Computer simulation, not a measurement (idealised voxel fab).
The document below concerns the process module designated voxel self aligned contacts.
Section cut is 225 nm wide and gridded with 5 nm square cells.
Bands, listed from the top down, are how a cross-section gets written in this document; the cross-section itself is a grid of square cells, and a band is one or more rows of them. The entry gives the band's vertical extent as a top height and a bottom height in nm, then its horizontal make-up as materials from left to right, each with a width in nm. "blank" stands for empty space; a single material marked "throughout" fills the band edge to edge. Below 0: as-received wafer, all one material; heights counted from there. Lowest band: no bottom, goes on down, written "0 down". Width "30 to 40": first value at the band's top row of cells, second value at its bottom row, equal change from row to row. "nothing different" (step): cross-section cells unchanged, all of them. The label "Internal closed voids" introduces a list of the empty spaces, 8 cells or larger, that have no open way up to the top; each entry in it reads width x height at distance, where the distance is taken from the left edge and all three are stated in nm. Formally, on a step line, whatever follows the settings is a remark that the simulator itself makes on the step. overlay nm: right-of-plan distance of the mask on a masked step; negative values mean left-of-plan. Below you will find pairs of cross-sections. In each, one shows the wafer before one process step and the other after it, with the after view ending at the lowest band that changed. Under each pair is the step separating them, along with its settings. Do not assume the pairs form a chain: they can come from different runs of this module on the same starting wafer, and a pair continues from the pair above it only when its "Before the step" entry says so.

Before the step:
	50 to 45  SiO2 throughout
	45 to 25  SiO2=55 / SiN=45 / SiO2=20 / SiN=45 / SiO2=60
	25 to 5  SiO2=55 / SiN=5 / polySi=35 / SiN=5 / SiO2=20 / SiN=5 / polySi=35 / SiN=5 / SiO2=60
	5 to 0  SiO2 throughout
	0 down  Si throughout
	Internal closed voids: none

Post-Step Cross-Section:
	65 to 50  resist=85 / blank=40 / resist=100
	Unchanged below 50.
	Internal closed voids: none
Connecting step for the cross-sections above: PATTERN (tone open; mask id CONTACT; material resist; width nm 40; thk nm 15; overlay nm -5)

Before the step: For the state before this step, see the after cross-section of the pair located directly above.

Post-Step Cross-Section:
	65 to 50  resist=85 / blank=40 / resist=100
	50 to 45  SiO2=85 / blank=40 / SiO2=100
	45 to 25  SiO2=55 / SiN=45 / blank=20 / SiN=45 / SiO2=60
	25 to 5  SiO2=55 / SiN=5 / polySi=35 / SiN=5 / blank=20 / SiN=5 / polySi=35 / SiN=5 / SiO2=60
	5 to 0  SiO2=100 / blank=20 / SiO2=105
	Unchanged below 0.
	Internal closed voids: none
Connecting step for the cross-sections above: DIRECTIONAL_ETCH (etch materials SiO2; depth nm 50)

Before the step: For the state before this step, see the after cross-section of the pair located directly above.

Post-Step Cross-Section:
	50 to 45  SiO2=85 / blank=40 / SiO2=100
	Unchanged below 45.
	Internal closed voids: none
Connecting step for the cross-sections above: STRIP (etch materials resist)

Before the step: For the state before this step, see the after cross-section of the pair located directly above.

Post-Step Cross-Section:
	55 to 50  TiN=90 / blank=30 / TiN=105
	50 to 45  SiO2=85 / TiN=20 / blank=10 / TiN=10 / SiO2=100
	45 to 25  SiO2=55 / SiN=45 / TiN=5 / blank=10 / TiN=5 / SiN=45 / SiO2=60
	25 to 5  SiO2=55 / SiN=5 / polySi=35 / SiN=5 / TiN=5 / blank=10 / TiN=5 / SiN=5 / polySi=35 / SiN=5 / SiO2=60
	5 to 0  SiO2=100 / TiN=20 / SiO2=105
	Unchanged below 0.
	Internal closed voids: none
Connecting step for the cross-sections above: CONFORMAL_DEP (material TiN; thk nm 5)

Before the step: For the state before this step, see the after cross-section of the pair located directly above.

Post-Step Cross-Section:
	65 to 55  Ru throughout
	55 to 50  TiN=90 / Ru=30 / TiN=105
	50 to 45  SiO2=85 / TiN=20 / Ru=10 / TiN=10 / SiO2=100
	45 to 25  SiO2=55 / SiN=45 / TiN=5 / Ru=10 / TiN=5 / SiN=45 / SiO2=60
	25 to 5  SiO2=55 / SiN=5 / polySi=35 / SiN=5 / TiN=5 / Ru=10 / TiN=5 / SiN=5 / polySi=35 / SiN=5 / SiO2=60
	Unchanged below 5.
	Internal closed voids: none
Connecting step for the cross-sections above: FILL_DEP (material Ru; thk nm 10)

Before the step: For the state before this step, see the after cross-section of the pair located directly above.

Post-Step Cross-Section:
	50 to 45  SiO2=85 / TiN=20 / Ru=10 / TiN=10 / SiO2=100
	Unchanged below 45.
	Internal closed voids: none
Connecting step for the cross-sections above: CMP (height nm 50)

Before the step: For the state before this step, see the after cross-section of the pair located directly above.

Post-Step Cross-Section:
	55 to 50  SiCN throughout
	Unchanged below 50.
	Internal closed voids: none
Connecting step for the cross-sections above: CONFORMAL_DEP (material SiCN; thk nm 5)

Before the step:
	5 to 0  SiO2 throughout
	0 down  Si throughout
	Internal closed voids: none

Post-Step Cross-Section:
	25 to 5  TiN throughout
	Unchanged below 5.
	Internal closed voids: none
Connecting step for the cross-sections above: DIRECTIONAL_DEP (material TiN; thk nm 20)

Before the step: For the state before this step, see the after cross-section of the pair located directly above.

Post-Step Cross-Section:
	45 to 25  SiN throughout
	Unchanged below 25.
	Internal closed voids: none
Connecting step for the cross-sections above: DIRECTIONAL_DEP (material SiN; thk nm 20)

Before the step: For the state before this step, see the after cross-section of the pair located directly above.

Post-Step Cross-Section:
	60 to 45  blank=60 / resist=35 / blank=30 / resist=35 / blank=65
	Unchanged below 45.
	Internal closed voids: none
Connecting step for the cross-sections above: PATTERN (tone cover; mask id GATE; material resist; width nm 35; pitch nm 65; thk nm 15; overlay nm 0)

Before the step: For the state before this step, see the after cross-section of the pair located directly above.

Post-Step Cross-Section:
	60 to 45  blank=60 / resist=35 / blank=30 / resist=35 / blank=65
	45 to 25  blank=60 / SiN=35 / blank=30 / SiN=35 / blank=65
	Unchanged below 25.
	Internal closed voids: none
Connecting step for the cross-sections above: DIRECTIONAL_ETCH (etch materials SiN; depth nm 20)

Before the step: For the state before this step, see the after cross-section of the pair located directly above.

Post-Step Cross-Section:
	45 to 25  blank=60 / SiN=35 / blank=30 / SiN=35 / blank=65
	Unchanged below 25.
	Internal closed voids: none
Connecting step for the cross-sections above: STRIP (etch materials resist)

Before the step: For the state before this step, see the after cross-section of the pair located directly above.

Post-Step Cross-Section:
	50 to 30  blank=55 / SiN=45 / blank=20 / SiN=45 / blank=60
	30 to 25  SiN throughout
	Unchanged below 25.
	Internal closed voids: none
Connecting step for the cross-sections above: CONFORMAL_DEP (material SiN; thk nm 5)

Before the step: For the state before this step, see the after cross-section of the pair located directly above.

Post-Step Cross-Section:
	45 to 25  blank=55 / SiN=45 / blank=20 / SiN=45 / blank=60
	Unchanged below 25.
	Internal closed voids: none
Connecting step for the cross-sections above: DIRECTIONAL_ETCH (etch materials SiN; depth nm 5)

Before the step: For the state before this step, see the after cross-section of the pair located directly above.

Post-Step Cross-Section:
	60 to 45  SiO2 throughout
	45 to 25  SiO2=55 / SiN=45 / SiO2=20 / SiN=45 / SiO2=60
	Unchanged below 25.
	Internal closed voids: none
Connecting step for the cross-sections above: FILL_DEP (material SiO2; thk nm 15)

Before the step: For the state before this step, see the after cross-section of the pair located directly above.

Post-Step Cross-Section:
	50 to 45  SiO2 throughout
	Unchanged below 45.
	Internal closed voids: none
Connecting step for the cross-sections above: CMP (height nm 50)

Before the step: For the state before this step, see the after cross-section of the pair located directly above.

Post-Step Cross-Section:
	65 to 50  resist=90 / blank=40 / resist=95
	Unchanged below 50.
	Internal closed voids: none
Connecting step for the cross-sections above: PATTERN (tone open; mask id CONTACT; material resist; width nm 40; thk nm 15; overlay nm 0)

Before the step: For the state before this step, see the after cross-section of the pair located directly above.

Post-Step Cross-Section:
	65 to 50  resist=90 / blank=40 / resist=95
	50 to 45  SiO2=90 / blank=40 / SiO2=95
	45 to 25  SiO2=55 / SiN=45 / blank=20 / SiN=45 / SiO2=60
	Unchanged below 25.
	Internal closed voids: none
Connecting step for the cross-sections above: DIRECTIONAL_ETCH (etch materials SiO2; depth nm 50)

Before the step: For the state before this step, see the after cross-section of the pair located directly above.

Post-Step Cross-Section:
	50 to 45  SiO2=90 / blank=40 / SiO2=95
	Unchanged below 45.
	Internal closed voids: none
Connecting step for the cross-sections above: STRIP (etch materials resist)

Before the step: For the state before this step, see the after cross-section of the pair located directly above.

Post-Step Cross-Section:
	55 to 50  TiN=95 / blank=30 / TiN=100
	50 to 45  SiO2=90 / TiN=15 / blank=10 / TiN=15 / SiO2=95
	45 to 30  SiO2=55 / SiN=45 / TiN=5 / blank=10 / TiN=5 / SiN=45 / SiO2=60
	30 to 25  SiO2=55 / SiN=45 / TiN=20 / SiN=45 / SiO2=60
	Unchanged below 25.
	Internal closed voids: none
Connecting step for the cross-sections above: CONFORMAL_DEP (material TiN; thk nm 5)

Before the step: For the state before this step, see the after cross-section of the pair located directly above.

Post-Step Cross-Section:
	65 to 55  Ru throughout
	55 to 50  TiN=95 / Ru=30 / TiN=100
	50 to 45  SiO2=90 / TiN=15 / Ru=10 / TiN=15 / SiO2=95
	45 to 30  SiO2=55 / SiN=45 / TiN=5 / Ru=10 / TiN=5 / SiN=45 / SiO2=60
	Unchanged below 30.
	Internal closed voids: none
Connecting step for the cross-sections above: FILL_DEP (material Ru; thk nm 10)

Before the step: For the state before this step, see the after cross-section of the pair located directly above.

Post-Step Cross-Section:
	50 to 45  SiO2=90 / TiN=15 / Ru=10 / TiN=15 / SiO2=95
	Unchanged below 45.
	Internal closed voids: none
Connecting step for the cross-sections above: CMP (height nm 50)

Before the step: For the state before this step, see the after cross-section of the pair located directly above.

Post-Step Cross-Section:
	55 to 50  SiCN throughout
	Unchanged below 50.
	Internal closed voids: none
Connecting step for the cross-sections above: CONFORMAL_DEP (material SiCN; thk nm 5)

Before the step:
	45 to 25  SiN throughout
	25 to 5  polySi throughout
	5 to 0  SiO2 throughout
	0 down  Si throughout
	Internal closed voids: none

Post-Step Cross-Section:
	60 to 45  resist=60 / blank=35 / resist=30 / blank=35 / resist=65
	Unchanged below 45.
	Internal closed voids: none
Connecting step for the cross-sections above: PATTERN (tone open; mask id GATE; material resist; width nm 35; pitch nm 65; thk nm 15; overlay nm 0)

Before the step: For the state before this step, see the after cross-section of the pair located directly above.

Post-Step Cross-Section:
	60 to 45  resist=60 / blank=35 / resist=30 / blank=35 / resist=65
	45 to 25  SiN=60 / blank=35 / SiN=30 / blank=35 / SiN=65
	Unchanged below 25.
	Internal closed voids: none
Connecting step for the cross-sections above: DIRECTIONAL_ETCH (etch materials SiN; depth nm 20)

Before the step: For the state before this step, see the after cross-section of the pair located directly above.

Post-Step Cross-Section:
	60 to 45  resist=60 / blank=35 / resist=30 / blank=35 / resist=65
	45 to 25  SiN=60 / blank=35 / SiN=30 / blank=35 / SiN=65
	25 to 5  polySi=60 / blank=35 / polySi=30 / blank=35 / polySi=65
	Unchanged below 5.
	Internal closed voids: none
Connecting step for the cross-sections above: DIRECTIONAL_ETCH (etch materials polySi; depth nm 20)

Before the step: For the state before this step, see the after cross-section of the pair located directly above.

Post-Step Cross-Section:
	45 to 25  SiN=60 / blank=35 / SiN=30 / blank=35 / SiN=65
	Unchanged below 25.
	Internal closed voids: none
Connecting step for the cross-sections above: STRIP (etch materials resist)

Before the step: For the state before this step, see the after cross-section of the pair located directly above.

Post-Step Cross-Section:
	50 to 25  SiN=65 / blank=25 / SiN=40 / blank=25 / SiN=70
	25 to 10  polySi=60 / SiN=5 / blank=25 / SiN=5 / polySi=30 / SiN=5 / blank=25 / SiN=5 / polySi=65
	10 to 5  polySi=60 / SiN=35 / polySi=30 / SiN=35 / polySi=65
	Unchanged below 5.
	Internal closed voids: none
Connecting step for the cross-sections above: CONFORMAL_DEP (material SiN; thk nm 5)

Before the step: For the state before this step, see the after cross-section of the pair located directly above.

Post-Step Cross-Section:
	45 to 25  SiN=65 / blank=25 / SiN=40 / blank=25 / SiN=70
	25 to 5  polySi=60 / SiN=5 / blank=25 / SiN=5 / polySi=30 / SiN=5 / blank=25 / SiN=5 / polySi=65
	Unchanged below 5.
	Internal closed voids: none
Connecting step for the cross-sections above: DIRECTIONAL_ETCH (etch materials SiN; depth nm 5)

Before the step: For the state before this step, see the after cross-section of the pair located directly above.

Post-Step Cross-Section:
	60 to 45  SiO2 throughout
	45 to 25  SiN=65 / SiO2=25 / SiN=40 / SiO2=25 / SiN=70
	25 to 5  polySi=60 / SiN=5 / SiO2=25 / SiN=5 / polySi=30 / SiN=5 / SiO2=25 / SiN=5 / polySi=65
	Unchanged below 5.
	Internal closed voids: none
Connecting step for the cross-sections above: FILL_DEP (material SiO2; thk nm 15)

Before the step: For the state before this step, see the after cross-section of the pair located directly above.

Post-Step Cross-Section:
	50 to 45  SiO2 throughout
	Unchanged below 45.
	Internal closed voids: none
Connecting step for the cross-sections above: CMP (height nm 50)

Before the step: For the state before this step, see the after cross-section of the pair located directly above.

Post-Step Cross-Section:
	65 to 50  resist=90 / blank=40 / resist=95
	Unchanged below 50.
	Internal closed voids: none
Connecting step for the cross-sections above: PATTERN (tone open; mask id CONTACT; material resist; width nm 40; thk nm 15; overlay nm 0)

Before the step: For the state before this step, see the after cross-section of the pair located directly above.

Post-Step Cross-Section:
	65 to 50  resist=90 / blank=40 / resist=95
	50 to 45  SiO2=90 / blank=40 / SiO2=95
	Unchanged below 45.
	Internal closed voids: none
Connecting step for the cross-sections above: DIRECTIONAL_ETCH (etch materials SiO2; depth nm 50)

Before the step: For the state before this step, see the after cross-section of the pair located directly above.

Post-Step Cross-Section:
	50 to 45  SiO2=90 / blank=40 / SiO2=95
	Unchanged below 45.
	Internal closed voids: none
Connecting step for the cross-sections above: STRIP (etch materials resist)

Before the step: For the state before this step, see the after cross-section of the pair located directly above.

Post-Step Cross-Section:
	55 to 50  TiN=95 / blank=30 / TiN=100
	50 to 45  SiO2=90 / TiN=40 / SiO2=95
	Unchanged below 45.
	Internal closed voids: none
Connecting step for the cross-sections above: CONFORMAL_DEP (material TiN; thk nm 5)

Before the step: For the state before this step, see the after cross-section of the pair located directly above.

Post-Step Cross-Section:
	65 to 55  Ru throughout
	55 to 50  TiN=95 / Ru=30 / TiN=100
	Unchanged below 50.
	Internal closed voids: none
Connecting step for the cross-sections above: FILL_DEP (material Ru; thk nm 10)

Before the step: For the state before this step, see the after cross-section of the pair located directly above.

Post-Step Cross-Section:
	50 to 45  SiO2=90 / TiN=40 / SiO2=95
	Unchanged below 45.
	Internal closed voids: none
Connecting step for the cross-sections above: CMP (height nm 50)

Before the step: For the state before this step, see the after cross-section of the pair located directly above.

Post-Step Cross-Section:
	55 to 50  SiCN throughout
	Unchanged below 50.
	Internal closed voids: none
Connecting step for the cross-sections above: CONFORMAL_DEP (material SiCN; thk nm 5)
